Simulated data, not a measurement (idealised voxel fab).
Process module name: voxel wiring stack
This is section cut - it's 270 nm across, gridded in 5 nm square cells.
Just so we're on the same page, the cross-sections are grids of square cells, and they're listed out in bands top to bottom, each band one or more rows deep. In this notation a band is specified by the heights of its top and bottom, in that order and in nm, after which its materials appear from left to right, each paired with its width in nm. The word "full width" attached to a single material means that material fills the band from edge to edge; the word "blank" stands for empty space. Basically, 0 is our baseline, since under it the wafer straight out of the box is all one material. The bottom band has no lower end and keeps on going down, so it looks like "from 0 down". It should be noted that a width expressed as "30..40" varies in equal increments from row to row of cells within the band, taking the value of the first number at the top row and that of the second number at the bottom row. Key: "remains unaltered" - step with no changed cell in the cross-section. Entry "Closed void listing" = empty spaces >= 8 cells with no open way to the top; each as width x height at distance, distance from left edge, all nm. On each step's line, the part that comes after the settings is the simulator's own comment on the step. For masked steps, "overlay nm" on the step line gives how far right of plan the mask actually lay; a minus sign means it lay to the left.

The planned process steps are enumerated hereunder
step 1: RECEIVE | material Si
step 2: CONFORMAL_DEP | material SiO2 | thk nm 10
step 3: DIRECTIONAL_DEP | material TiN | thk nm 5
step 4: DIRECTIONAL_DEP | material W | thk nm 25
step 5: DIRECTIONAL_DEP | material aC | thk nm 15
step 6: PATTERN | tone cover | mask id METAL_1 | material resist | width nm 25 | pitch nm 45 | thk nm 30 | overlay nm 0
step 7: DIRECTIONAL_ETCH | etch materials aC | depth nm 15
step 8: STRIP | etch materials resist
step 9: DIRECTIONAL_ETCH | etch materials W | depth nm 25
step 10: DIRECTIONAL_ETCH | etch materials TiN | depth nm 5
step 11: STRIP | etch materials aC
step 12: FILL_DEP | material lowk | thk nm 10
step 13: CMP | height nm 40
step 14: CONFORMAL_DEP | material SiCN | thk nm 5
step 15: DIRECTIONAL_DEP | material SiO2 | thk nm 10
step 16: DIRECTIONAL_DEP | material aC | thk nm 10
step 17: PATTERN | tone open | mask id PLUG_1 | material resist | width nm 15 | thk nm 25 | overlay nm 0
step 18: DIRECTIONAL_ETCH | etch materials aC | depth nm 10
step 19: STRIP | etch materials resist
step 20: DIRECTIONAL_ETCH | etch materials SiO2 | depth nm 10
step 21: DIRECTIONAL_ETCH | etch materials SiCN | depth nm 5
step 22: STRIP | etch materials aC
step 23: EPI | material Ru | thk nm 10
step 24: EPI | material Ru | thk nm 5
step 25: CONFORMAL_DEP | material SiN | thk nm 5
step 26: DIRECTIONAL_DEP | material lowk | thk nm 25
step 27: DIRECTIONAL_DEP | material aC | thk nm 15
step 28: PATTERN | tone open | mask id METAL_2 | material resist | width nm 25 | pitch nm 45 | thk nm 30 | overlay nm 0
step 29: DIRECTIONAL_ETCH | etch materials aC | depth nm 15
step 30: STRIP | etch materials resist
step 31: DIRECTIONAL_ETCH | etch materials lowk | depth nm 25
step 32: DIRECTIONAL_ETCH | etch materials SiN | depth nm 5
step 33: STRIP | etch materials aC
step 34: CONFORMAL_DEP | material TiN | thk nm 5
step 35: FILL_DEP | material Ru | thk nm 5
step 36: CMP | height nm 85
step 37: CONFORMAL_DEP | material SiN | thk nm 5

First of two wafers, processed according to plan

Cross-section of the wafer as it came to us, i.e., already through step 1
* from 0 down | Si full width
* Closed void listing: none

The wafer, seen in cross-section, after step 2
* from 10 to 0 | SiO2 full width
* Note: structure below 0 unchanged.

The wafer, seen in cross-section, after step 3
* from 15 to 10 | TiN full width
* Note: structure below 10 unchanged.

The wafer, seen in cross-section, after step 4
* from 40 to 15 | W full width
* Note: structure below 15 unchanged.

The wafer, seen in cross-section, after step 5
* from 55 to 40 | aC full width
* Note: structure below 40 unchanged.

The wafer, seen in cross-section, after step 6
* from 85 to 55 | blank (100) / resist (25) / blank (20) / resist (25) / blank (100)
* Note: structure below 55 unchanged.

The wafer, seen in cross-section, after step 7
* from 70 to 55 | blank (100) / resist (25) / blank (20) / resist (25) / blank (100)
* from 55 to 40 | blank (100) / aC (25) / blank (20) / aC (25) / blank (100)
* Note: structure below 40 unchanged.

The wafer, seen in cross-section, after step 8
* from 55 to 40 | blank (100) / aC (25) / blank (20) / aC (25) / blank (100)
* Note: structure below 40 unchanged.

The wafer, seen in cross-section, after step 9
* from 55 to 40 | blank (100) / aC (25) / blank (20) / aC (25) / blank (100)
* from 40 to 15 | blank (100) / W (25) / blank (20) / W (25) / blank (100)
* Note: structure below 15 unchanged.

The wafer, seen in cross-section, after step 10
* from 55 to 40 | blank (100) / aC (25) / blank (20) / aC (25) / blank (100)
* from 40 to 15 | blank (100) / W (25) / blank (20) / W (25) / blank (100)
* from 15 to 10 | blank (100) / TiN (25) / blank (20) / TiN (25) / blank (100)
* Note: structure below 10 unchanged.

The wafer, seen in cross-section, after step 11
* from 40 to 15 | blank (100) / W (25) / blank (20) / W (25) / blank (100)
* Note: structure below 15 unchanged.

The wafer, seen in cross-section, after step 12
* from 50 to 40 | lowk full width
* from 40 to 15 | lowk (100) / W (25) / lowk (20) / W (25) / lowk (100)
* from 15 to 10 | lowk (100) / TiN (25) / lowk (20) / TiN (25) / lowk (100)
* Note: structure below 10 unchanged.

The wafer, seen in cross-section, after step 13
* from 40 to 15 | lowk (100) / W (25) / lowk (20) / W (25) / lowk (100)
* Note: structure below 15 unchanged.

The wafer, seen in cross-section, after step 14
* from 45 to 40 | SiCN full width
* Note: structure below 40 unchanged.

The wafer, seen in cross-section, after step 15
* from 55 to 45 | SiO2 full width
* Note: structure below 45 unchanged.

The wafer, seen in cross-section, after step 16
* from 65 to 55 | aC full width
* Note: structure below 55 unchanged.

The wafer, seen in cross-section, after step 17
* from 90 to 65 | resist (100) / blank (15) / resist (155)
* Note: structure below 65 unchanged.

The wafer, seen in cross-section, after step 18
* from 80 to 65 | resist (100) / blank (15) / resist (155)
* from 65 to 55 | aC (100) / blank (15) / aC (155)
* Note: structure below 55 unchanged.

The wafer, seen in cross-section, after step 19
* from 65 to 55 | aC (100) / blank (15) / aC (155)
* Note: structure below 55 unchanged.

The wafer, seen in cross-section, after step 20
* from 65 to 55 | aC (100) / blank (15) / aC (155)
* from 55 to 45 | SiO2 (100) / blank (15) / SiO2 (155)
* Note: structure below 45 unchanged.

The wafer, seen in cross-section, after step 21
* from 65 to 55 | aC (100) / blank (15) / aC (155)
* from 55 to 45 | SiO2 (100) / blank (15) / SiO2 (155)
* from 45 to 40 | SiCN (100) / blank (15) / SiCN (155)
* Note: structure below 40 unchanged.

The wafer, seen in cross-section, after step 22
* from 55 to 45 | SiO2 (100) / blank (15) / SiO2 (155)
* Note: structure below 45 unchanged.

The wafer, seen in cross-section, after step 23
* from 55 to 50 | SiO2 (100) / blank (15) / SiO2 (155)
* from 50 to 45 | SiO2 (100) / Ru (15) / SiO2 (155)
* from 45 to 40 | SiCN (100) / Ru (15) / SiCN (155)
* Note: structure below 40 unchanged.

The wafer, seen in cross-section, after step 24
* from 55 to 45 | SiO2 (100) / Ru (15) / SiO2 (155)
* Note: structure below 45 unchanged.

The wafer, seen in cross-section, after step 25
* from 60 to 55 | SiN full width
* Note: structure below 55 unchanged.

The wafer, seen in cross-section, after step 26
* from 85 to 60 | lowk full width
* Note: structure below 60 unchanged.

The wafer, seen in cross-section, after step 27
* from 100 to 85 | aC full width
* Note: structure below 85 unchanged.

The wafer, seen in cross-section, after step 28
* from 130 to 100 | resist (100) / blank (25) / resist (20) / blank (25) / resist (100)
* Note: structure below 100 unchanged.

The wafer, seen in cross-section, after step 29
* from 115 to 100 | resist (100) / blank (25) / resist (20) / blank (25) / resist (100)
* from 100 to 85 | aC (100) / blank (25) / aC (20) / blank (25) / aC (100)
* Note: structure below 85 unchanged.

The wafer, seen in cross-section, after step 30
* from 100 to 85 | aC (100) / blank (25) / aC (20) / blank (25) / aC (100)
* Note: structure below 85 unchanged.

The wafer, seen in cross-section, after step 31
* from 100 to 85 | aC (100) / blank (25) / aC (20) / blank (25) / aC (100)
* from 85 to 60 | lowk (100) / blank (25) / lowk (20) / blank (25) / lowk (100)
* Note: structure below 60 unchanged.

The wafer, seen in cross-section, after step 32
* from 100 to 85 | aC (100) / blank (25) / aC (20) / blank (25) / aC (100)
* from 85 to 60 | lowk (100) / blank (25) / lowk (20) / blank (25) / lowk (100)
* from 60 to 55 | SiN (100) / blank (25) / SiN (20) / blank (25) / SiN (100)
* Note: structure below 55 unchanged.

The wafer, seen in cross-section, after step 33
* from 85 to 60 | lowk (100) / blank (25) / lowk (20) / blank (25) / lowk (100)
* Note: structure below 60 unchanged.

The wafer, seen in cross-section, after step 34
* from 90 to 85 | TiN (105) / blank (15) / TiN (30) / blank (15) / TiN (105)
* from 85 to 60 | lowk (100) / TiN (5) / blank (15) / TiN (5) / lowk (20) / TiN (5) / blank (15) / TiN (5) / lowk (100)
* from 60 to 55 | SiN (100) / TiN (25) / SiN (20) / TiN (25) / SiN (100)
* Note: structure below 55 unchanged.

The wafer, seen in cross-section, after step 35
* from 95 to 90 | Ru full width
* from 90 to 85 | TiN (105) / Ru (15) / TiN (30) / Ru (15) / TiN (105)
* from 85 to 60 | lowk (100) / TiN (5) / Ru (15) / TiN (5) / lowk (20) / TiN (5) / Ru (15) / TiN (5) / lowk (100)
* Note: structure below 60 unchanged.

The wafer, seen in cross-section, after step 36
* from 85 to 60 | lowk (100) / TiN (5) / Ru (15) / TiN (5) / lowk (20) / TiN (5) / Ru (15) / TiN (5) / lowk (100)
* Note: structure below 60 unchanged.

The wafer, seen in cross-section, after step 37
* from 90 to 85 | SiN full width
* Note: structure below 85 unchanged.

Second wafer, same starting conditions and recipe as the first, one mistake in executing it, nothing differs from the first up to and including step 22

Planned end of step 23: second wafer, cross-section
* from 60 to 55 | blank (95) / Ru (25) / blank (150)
* from 55 to 45 | SiO2 (100) / Ru (15) / SiO2 (155)
* from 45 to 40 | SiCN (100) / Ru (15) / SiCN (155)
* Note: structure below 40 unchanged.

Planned end of step 24: second wafer, cross-section
* from 65 to 55 | blank (90) / Ru (35) / blank (145)
* Note: structure below 55 unchanged.

Planned end of step 25: second wafer, cross-section
* from 70 to 65 | blank (85) / SiN (45) / blank (140)
* from 65 to 60 | blank (85) / SiN (5) / Ru (35) / SiN (5) / blank (140)
* from 60 to 55 | SiN (90) / Ru (35) / SiN (145)
* Note: structure below 55 unchanged.

Planned end of step 26: second wafer, cross-section
* from 95 to 85 | blank (85) / lowk (45) / blank (140)
* from 85 to 70 | lowk full width
* from 70 to 65 | lowk (85) / SiN (45) / lowk (140)
* from 65 to 60 | lowk (85) / SiN (5) / Ru (35) / SiN (5) / lowk (140)
* Note: structure below 60 unchanged.

Planned end of step 27: second wafer, cross-section
* from 110 to 100 | blank (85) / aC (45) / blank (140)
* from 100 to 95 | aC full width
* from 95 to 85 | aC (85) / lowk (45) / aC (140)
* Note: structure below 85 unchanged.

Planned end of step 28: second wafer, cross-section
* from 140 to 110 | resist (100) / blank (25) / resist (20) / blank (25) / resist (100)
* from 110 to 100 | resist (85) / aC (45) / resist (15) / blank (25) / resist (100)
* Note: structure below 100 unchanged.

Planned end of step 29: second wafer, cross-section
* from 125 to 110 | resist (100) / blank (25) / resist (20) / blank (25) / resist (100)
* from 110 to 100 | resist (85) / aC (15) / blank (25) / aC (5) / resist (15) / blank (25) / resist (100)
* from 100 to 95 | aC (100) / blank (25) / aC (20) / blank (25) / aC (100)
* from 95 to 85 | aC (85) / lowk (45) / aC (15) / blank (25) / aC (100)
* Note: structure below 85 unchanged.

Planned end of step 30: second wafer, cross-section
* from 110 to 100 | blank (85) / aC (15) / blank (25) / aC (5) / blank (140)
* Note: structure below 100 unchanged.

Planned end of step 31: second wafer, cross-section
* from 110 to 100 | blank (85) / aC (15) / blank (25) / aC (5) / blank (140)
* from 100 to 95 | aC (100) / blank (25) / aC (20) / blank (25) / aC (100)
* from 95 to 85 | aC (85) / lowk (15) / blank (25) / lowk (5) / aC (15) / blank (25) / aC (100)
* from 85 to 70 | lowk (100) / blank (25) / lowk (20) / blank (25) / lowk (100)
* from 70 to 65 | lowk (85) / SiN (45) / lowk (15) / blank (25) / lowk (100)
* from 65 to 60 | lowk (85) / SiN (5) / Ru (35) / SiN (5) / lowk (15) / blank (25) / lowk (100)
* Note: structure below 60 unchanged.

Planned end of step 32: second wafer, cross-section
* from 110 to 100 | blank (85) / aC (15) / blank (25) / aC (5) / blank (140)
* from 100 to 95 | aC (100) / blank (25) / aC (20) / blank (25) / aC (100)
* from 95 to 85 | aC (85) / lowk (15) / blank (25) / lowk (5) / aC (15) / blank (25) / aC (100)
* from 85 to 70 | lowk (100) / blank (25) / lowk (20) / blank (25) / lowk (100)
* from 70 to 65 | lowk (85) / SiN (15) / blank (25) / SiN (5) / lowk (15) / blank (25) / lowk (100)
* from 65 to 60 | lowk (85) / SiN (5) / Ru (35) / SiN (5) / lowk (15) / blank (25) / lowk (100)
* from 60 to 55 | SiN (90) / Ru (35) / SiN (20) / blank (25) / SiN (100)
* Note: structure below 55 unchanged.

Planned end of step 33: second wafer, cross-section
* from 95 to 85 | blank (85) / lowk (15) / blank (25) / lowk (5) / blank (140)
* Note: structure below 85 unchanged.

Planned end of step 34: second wafer, cross-section
* from 100 to 95 | blank (80) / TiN (25) / blank (15) / TiN (15) / blank (135)
* from 95 to 90 | blank (80) / TiN (5) / lowk (15) / TiN (5) / blank (15) / TiN (5) / lowk (5) / TiN (5) / blank (135)
* from 90 to 85 | TiN (85) / lowk (15) / TiN (5) / blank (15) / TiN (5) / lowk (5) / TiN (20) / blank (15) / TiN (105)
* from 85 to 70 | lowk (100) / TiN (5) / blank (15) / TiN (5) / lowk (20) / TiN (5) / blank (15) / TiN (5) / lowk (100)
* from 70 to 65 | lowk (85) / SiN (15) / TiN (25) / SiN (5) / lowk (15) / TiN (5) / blank (15) / TiN (5) / lowk (100)
* from 65 to 60 | lowk (85) / SiN (5) / Ru (35) / SiN (5) / lowk (15) / TiN (5) / blank (15) / TiN (5) / lowk (100)
* from 60 to 55 | SiN (90) / Ru (35) / SiN (20) / TiN (25) / SiN (100)
* Note: structure below 55 unchanged.

Planned end of step 35: second wafer, cross-section
* from 105 to 100 | Ru full width
* from 100 to 95 | Ru (80) / TiN (25) / Ru (15) / TiN (15) / Ru (135)
* from 95 to 90 | Ru (80) / TiN (5) / lowk (15) / TiN (5) / Ru (15) / TiN (5) / lowk (5) / TiN (5) / Ru (135)
* from 90 to 85 | TiN (85) / lowk (15) / TiN (5) / Ru (15) / TiN (5) / lowk (5) / TiN (20) / Ru (15) / TiN (105)
* from 85 to 70 | lowk (100) / TiN (5) / Ru (15) / TiN (5) / lowk (20) / TiN (5) / Ru (15) / TiN (5) / lowk (100)
* from 70 to 65 | lowk (85) / SiN (15) / TiN (25) / SiN (5) / lowk (15) / TiN (5) / Ru (15) / TiN (5) / lowk (100)
* from 65 to 60 | lowk (85) / SiN (5) / Ru (35) / SiN (5) / lowk (15) / TiN (5) / Ru (15) / TiN (5) / lowk (100)
* Note: structure below 60 unchanged.

Planned end of step 36: second wafer, cross-section
* from 85 to 70 | lowk (100) / TiN (5) / Ru (15) / TiN (5) / lowk (20) / TiN (5) / Ru (15) / TiN (5) / lowk (100)
* Note: structure below 70 unchanged.

Planned end of step 37: second wafer, cross-section
* from 90 to 85 | SiN full width
* Note: structure below 85 unchanged.
Plan not followed: step 23 of the plan was performed twice
The second wafer ends with more or fewer cells of some materials than the first, per final count: 8 more of Ru | 4 more of SiN | 4 fewer of TiN | 8 fewer of lowk
